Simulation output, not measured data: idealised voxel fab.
Process module name: voxel released beams
Cross-section cut spans 200 nm and uses square cells 5 nm in size.
Cross-section format: a grid of square cells, given as bands from top to bottom; each band is one or more rows of cells.
This entry defines a band. It first specifies the height of the band's top and the height of its bottom in nm, and then specifies the band's materials from left to right, stating each material with its width in nm. The word "edge to edge" identifies a single material that fills the band from edge to edge, while the word "empty" identifies empty space.
Counting heights begins at 0, where everything beneath is, in the wafer as received, one material. The lowest band has no bottom; it goes on downwards, as "top 0, no bottom" shows.
A width given as "30..40" starts at the first number in the band's top row and ends at the second number in its bottom row, shifting by an equal amount at every step from row to row.
Step note "nothing changed" = no cross-section cell changed.
Look at "Closed empty spaces" for the closed voids: empty spaces with no open path to the top, sized 8 cells or up. Each is width x height at distance, distance from the left edge, all nm.
The remark found on a step's line after its settings is issued by the simulator itself and pertains to that step.
Regarding "overlay nm": on a step with a mask, it is the distance the mask lay to the right of its planned place; a negative value places it to the left.

# The process steps that were planned are listed below
- 1: RECEIVE, material Si
- 2: CONFORMAL_DEP, material SiN, thk nm 5
- 3: DIRECTIONAL_DEP, material SiO2, thk nm 20
- 4: DIRECTIONAL_DEP, material aC, thk nm 15
- 5: PATTERN, tone open, mask id ANCHOR, material resist, width nm 35, thk nm 30, overlay nm 0
- 6: DIRECTIONAL_ETCH, etch materials aC, depth nm 15
- 7: STRIP, etch materials resist
- 8: DIRECTIONAL_ETCH, etch materials SiO2, depth nm 20
- 9: STRIP, etch materials aC
- 10: CONFORMAL_DEP, material TiN, thk nm 15
- 11: PATTERN, tone cover, mask id BEAM, material resist, width nm 80, thk nm 20, overlay nm 0
- 12: DIRECTIONAL_ETCH, etch materials TiN, depth nm 15
- 13: STRIP, etch materials resist
- 14: STRIP, etch materials SiO2

# Step 1 complete: cross-section of the wafer as received
	top 0, no bottom  Si edge to edge
	Closed empty spaces: none

# Run as planned - first of the two wafers cross-sectioned at the end of the module
	top 40, bottom 25  empty: 55 | TiN: 20 | empty: 5 | TiN: 55 | empty: 65
	top 25, bottom 20  empty: 60 | TiN: 15 | empty: 5 | TiN: 15 | empty: 105
	top 20, bottom 5  empty: 60 | TiN: 35 | empty: 105
	top 5, bottom 0  SiN edge to edge
	top 0, no bottom  Si edge to edge
	Closed empty spaces: none

# End of module, second wafer, cross-section. Started like the first, planned like the first, run with one mistake
	top 40, bottom 25  empty: 55 | TiN: 15 | empty: 15 | TiN: 50 | empty: 65
	top 25, bottom 20  empty: 55 | TiN: 15 | empty: 15 | TiN: 15 | empty: 100
	top 20, bottom 5  empty: 55 | TiN: 45 | empty: 100
	top 5, bottom 0  SiN edge to edge
	top 0, no bottom  Si edge to edge
	Closed empty spaces: none
Against the plan, the run slipped here: step 5 deviated from plan and actually ran as PATTERN, tone open, mask id ANCHOR, material resist, width nm 45, thk nm 30, overlay nm 0
Comparing end states, the material composition by cell count is preserved from the first wafer to the second, while the locations of the cells are not.
